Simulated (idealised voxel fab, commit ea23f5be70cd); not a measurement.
This section sets out a process module, namely voxel wiring stack.
Cross-section cut spans 200 nm and uses square cells 5 nm in size.
Think of the cross-section as a grid of square cells. We describe it in bands, top to bottom, and each band covers one or more rows of those cells.
Per band: top height and bottom height in nm, followed by the left-to-right materials and their widths in nm; "throughout" marks a single material spanning edge to edge, "blank" marks empty space.
The level at which height equals 0 is the one under which the wafer, as it arrives, is entirely one material. No lower edge exists for the bottom band, which continues downward and is notated as in "0 down".
Top row gets the first number, bottom row gets the second, and each row in between changes by the same step: that is how a band width like "30 to 40" works.
Take "remained unchanged" at face value: in the step it is given for, the cross-section changed in none of its cells.
Under "Trapped voids" you'll find the enclosed gaps, the ones with no way out to the top, that are 8 cells or bigger; each reads width x height at distance, with distance counted from the left edge, everything in nm.
On each step's line, the part that comes after the settings is the simulator's own comment on the step.
overlay nm: how far to the right of its planned place the mask lay on this masked step (negative: to the left).

### Planned step list for the process
- 1: op RECEIVE | material Si
- 2: op CONFORMAL_DEP | material SiO2 | thk nm 15
- 3: op CONFORMAL_DEP | material SiN | thk nm 5
- 4: op DIRECTIONAL_DEP | material lowk | thk nm 25
- 5: op DIRECTIONAL_DEP | material aC | thk nm 10
- 6: op PATTERN | tone open | mask id METAL_1 | material resist | width nm 25 | pitch nm 45 | thk nm 30 | overlay nm 0
- 7: op DIRECTIONAL_ETCH | etch materials aC | depth nm 10
- 8: op STRIP | etch materials resist
- 9: op DIRECTIONAL_ETCH | etch materials lowk | depth nm 25
- 10: op DIRECTIONAL_ETCH | etch materials SiN | depth nm 5
- 11: op STRIP | etch materials aC
- 12: op CONFORMAL_DEP | material TiN | thk nm 5
- 13: op FILL_DEP | material Ru | thk nm 5
- 14: op CMP | height nm 45
- 15: op CONFORMAL_DEP | material SiCN | thk nm 5
- 16: op DIRECTIONAL_DEP | material SiO2 | thk nm 15
- 17: op MASKED_ETCH | tone open | mask id PLUG_1 | width nm 15 | pitch nm 45 | etch materials SiO2 | depth nm 15 | overlay nm 0
- 18: op MASKED_ETCH | tone open | mask id PLUG_1 | width nm 15 | pitch nm 45 | etch materials SiCN | depth nm 5 | overlay nm 0
- 19: op EPI | material Ru | thk nm 10
- 20: op EPI | material Ru | thk nm 10
- 21: op CONFORMAL_DEP | material SiN | thk nm 5
- 22: op DIRECTIONAL_DEP | material lowk | thk nm 20
- 23: op MASKED_ETCH | tone open | mask id METAL_2 | width nm 25 | pitch nm 45 | etch materials lowk | depth nm 20 | overlay nm 0
- 24: op MASKED_ETCH | tone open | mask id METAL_2 | width nm 25 | pitch nm 45 | etch materials SiN | depth nm 5 | overlay nm 0
- 25: op CONFORMAL_DEP | material TiN | thk nm 5
- 26: op FILL_DEP | material Ru | thk nm 10
- 27: op CMP | height nm 90
- 28: op CONFORMAL_DEP | material SiCN | thk nm 5
- 29: op DIRECTIONAL_DEP | material SiO2 | thk nm 10
- 30: op MASKED_ETCH | tone open | mask id PLUG_2 | width nm 15 | etch materials SiO2 | depth nm 10 | overlay nm 0
- 31: op MASKED_ETCH | tone open | mask id PLUG_2 | width nm 15 | etch materials SiCN | depth nm 5 | overlay nm 0
- 32: op EPI | material Ru | thk nm 10
- 33: op EPI | material Ru | thk nm 5
- 34: op CONFORMAL_DEP | material SiN | thk nm 5
- 35: op DIRECTIONAL_DEP | material lowk | thk nm 20
- 36: op DIRECTIONAL_DEP | material aC | thk nm 15
- 37: op PATTERN | tone open | mask id METAL_3 | material resist | width nm 25 | pitch nm 45 | thk nm 30 | overlay nm 0
- 38: op DIRECTIONAL_ETCH | etch materials aC | depth nm 15
- 39: op STRIP | etch materials resist
- 40: op DIRECTIONAL_ETCH | etch materials lowk | depth nm 20
- 41: op DIRECTIONAL_ETCH | etch materials SiN | depth nm 5
- 42: op STRIP | etch materials aC
- 43: op CONFORMAL_DEP | material TiN | thk nm 5
- 44: op FILL_DEP | material Ru | thk nm 5
- 45: op CMP | height nm 130
- 46: op CONFORMAL_DEP | material SiCN | thk nm 5

### Wafer as received: cross-section following step 1
  0 down = Si throughout
  Trapped voids: none

### first wafer at the end, as planned
  135 to 130 = SiCN throughout
  130 to 110 = lowk: 65, TiN: 5, Ru: 15, TiN: 5, lowk: 20, TiN: 5, Ru: 15, TiN: 5, lowk: 65
  110 to 105 = SiN: 65, TiN: 25, SiN: 20, TiN: 25, SiN: 65
  105 to 95 = SiO2: 65, Ru: 15, SiO2: 120
  95 to 90 = SiCN: 65, Ru: 15, SiCN: 120
  90 to 70 = lowk: 65, TiN: 5, Ru: 15, TiN: 5, lowk: 20, TiN: 5, Ru: 15, TiN: 5, lowk: 65
  70 to 65 = SiN: 65, TiN: 25, SiN: 20, TiN: 25, SiN: 65
  65 to 50 = SiO2: 65, Ru: 15, SiO2: 30, Ru: 15, SiO2: 75
  50 to 45 = SiCN: 65, Ru: 15, SiCN: 30, Ru: 15, SiCN: 75
  45 to 20 = lowk: 65, TiN: 5, Ru: 15, TiN: 5, lowk: 20, TiN: 5, Ru: 15, TiN: 5, lowk: 65
  20 to 15 = SiN: 65, TiN: 25, SiN: 20, TiN: 25, SiN: 65
  15 to 0 = SiO2 throughout
  0 down = Si throughout
  Trapped voids: none

### Wafer two, sectioned after the module: the first wafer's start, the first wafer's plan, and one mistake in how it was run
  135 to 130 = SiCN throughout
  130 to 110 = lowk: 65, TiN: 5, Ru: 15, TiN: 5, lowk: 20, TiN: 5, Ru: 15, TiN: 5, lowk: 65
  110 to 105 = SiN: 65, TiN: 25, SiN: 20, TiN: 25, SiN: 65
  105 to 95 = SiO2: 65, Ru: 15, SiO2: 120
  95 to 90 = SiCN: 65, Ru: 15, SiCN: 120
  90 to 70 = lowk: 65, TiN: 5, Ru: 15, TiN: 5, lowk: 20, TiN: 5, Ru: 15, TiN: 5, lowk: 65
  70 to 65 = SiN: 65, TiN: 25, SiN: 20, TiN: 25, SiN: 65
  65 to 50 = SiO2: 65, Ru: 15, SiO2: 30, Ru: 15, SiO2: 75
  50 to 45 = SiCN: 65, Ru: 15, SiCN: 30, Ru: 15, SiCN: 75
  45 to 20 = lowk: 60, TiN: 5, Ru: 15, TiN: 5, lowk: 20, TiN: 5, Ru: 15, TiN: 5, lowk: 70
  20 to 15 = SiN: 60, TiN: 25, SiN: 20, TiN: 25, SiN: 70
  15 to 0 = SiO2 throughout
  0 down = Si throughout
  Trapped voids: none
Here's what went sideways: it should be noted that step 6 was executed with settings other than those planned, the operation and settings actually applied being op PATTERN | tone open | mask id METAL_1 | material resist | width nm 25 | pitch nm 45 | thk nm 30 | overlay nm -5
The two final wafers agree on how many cells each material fills and disagree on which cells those are.
